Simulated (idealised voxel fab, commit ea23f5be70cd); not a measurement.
You're looking at the process module voxel wiring stack.
In the cross-section labelled cut, the width is 240 nm and each square cell is 5 nm.
Each cross-section below is a grid of square cells, stated as bands in top-down order, with one or more rows of cells making up each band.
For a band, the entry starts with two heights in nm, that of the top and then that of the bottom, and carries on with the band's materials in order from left to right, each alongside its width in nm; the word "full width" beside a single material means it fills the band edge to edge, and "blank" means empty space.
All heights in this document are referenced to 0, defined as the level beneath which the wafer, as received, consists entirely of one material. The lowest band is not bounded below; it extends indefinitely downward and is written in the form "0 down".
Top row gets the first number, bottom row gets the second, and each row in between changes by the same step: that is how a band width like "30..40" works.
You'll sometimes find "same as before" written for a step, and that's the way of saying that nowhere in the cross-section did a cell change during that step.
Any empty space of 8 cells or more lacking an open way to the top shows up in "Closed internal voids" as width x height at distance, distance from the left edge, in nm.
If you see something after the settings on a step's line, that's the simulator's own remark about that step.
overlay nm: how far to the right of its planned place the mask lay on this masked step (negative: to the left).

These are the steps we planned for the process:
step 1: op RECEIVE | material Si
step 2: op CONFORMAL_DEP | material SiO2 | thk nm 15
step 3: op DIRECTIONAL_DEP | material TiN | thk nm 5
step 4: op DIRECTIONAL_DEP | material Ru | thk nm 15
step 5: op PATTERN | tone cover | mask id METAL_1 | material resist | width nm 25 | pitch nm 55 | thk nm 15 | overlay nm -15
step 6: op DIRECTIONAL_ETCH | etch materials Ru | depth nm 15
step 7: op DIRECTIONAL_ETCH | etch materials TiN | depth nm 5
step 8: op STRIP | etch materials resist
step 9: op CONFORMAL_DEP | material SiCN | thk nm 5
step 10: op FILL_DEP | material lowk | thk nm 5
step 11: op CMP | height nm 35
step 12: op CONFORMAL_DEP | material SiCN | thk nm 5
step 13: op DIRECTIONAL_DEP | material SiO2 | thk nm 30
step 14: op DIRECTIONAL_DEP | material aC | thk nm 10
step 15: op PATTERN | tone open | mask id METAL_2_HOLES | material resist | width nm 15 | pitch nm 55 | thk nm 25 | overlay nm 0
step 16: op DIRECTIONAL_ETCH | etch materials aC | depth nm 10
step 17: op STRIP | etch materials resist
step 18: op DIRECTIONAL_ETCH | etch materials SiO2 | depth nm 30
step 19: op STRIP | etch materials aC
step 20: op DIRECTIONAL_DEP | material aC | thk nm 15
step 21: op PATTERN | tone open | mask id METAL_2 | material resist | width nm 25 | pitch nm 55 | thk nm 35 | overlay nm 0
step 22: op DIRECTIONAL_ETCH | etch materials aC | depth nm 15
step 23: op STRIP | etch materials resist
step 24: op DIRECTIONAL_ETCH | etch materials SiO2 | depth nm 15
step 25: op DIRECTIONAL_ETCH | etch materials SiCN | depth nm 5
step 26: op STRIP | etch materials aC
step 27: op CONFORMAL_DEP | material TiN | thk nm 5
step 28: op FILL_DEP | material Ru | thk nm 5
step 29: op CMP | height nm 70
step 30: op CONFORMAL_DEP | material SiCN | thk nm 5
Quick note for whoever runs this: the wafers start identical, but the overlay nm at step 5 isn't the same across them. The plan just shows what the first wafer had.

First of several wafers, received after step 1, in cross-section:
- 0 down  Si full width
- Closed internal voids: none

End of module, by wafer: material-by-material cell gain (+) or loss (-) since receipt, then closed voids:
overlay nm -15 | +75 Ru | +138 SiCN | +360 SiO2 | +66 TiN | +81 lowk | Closed internal voids: none
overlay nm -10 | +75 Ru | +138 SiCN | +360 SiO2 | +66 TiN | +81 lowk | Closed internal voids: none
overlay nm -5 | +75 Ru | +138 SiCN | +360 SiO2 | +66 TiN | +81 lowk | Closed internal voids: none
overlay nm 0 | +75 Ru | +138 SiCN | +360 SiO2 | +66 TiN | +81 lowk | Closed internal voids: none
overlay nm 5 | +75 Ru | +138 SiCN | +360 SiO2 | +66 TiN | +81 lowk | Closed internal voids: none
overlay nm 10 | +75 Ru | +138 SiCN | +360 SiO2 | +66 TiN | +81 lowk | Closed internal voids: none
overlay nm 15 | +75 Ru | +138 SiCN | +360 SiO2 | +66 TiN | +81 lowk | Closed internal voids: none
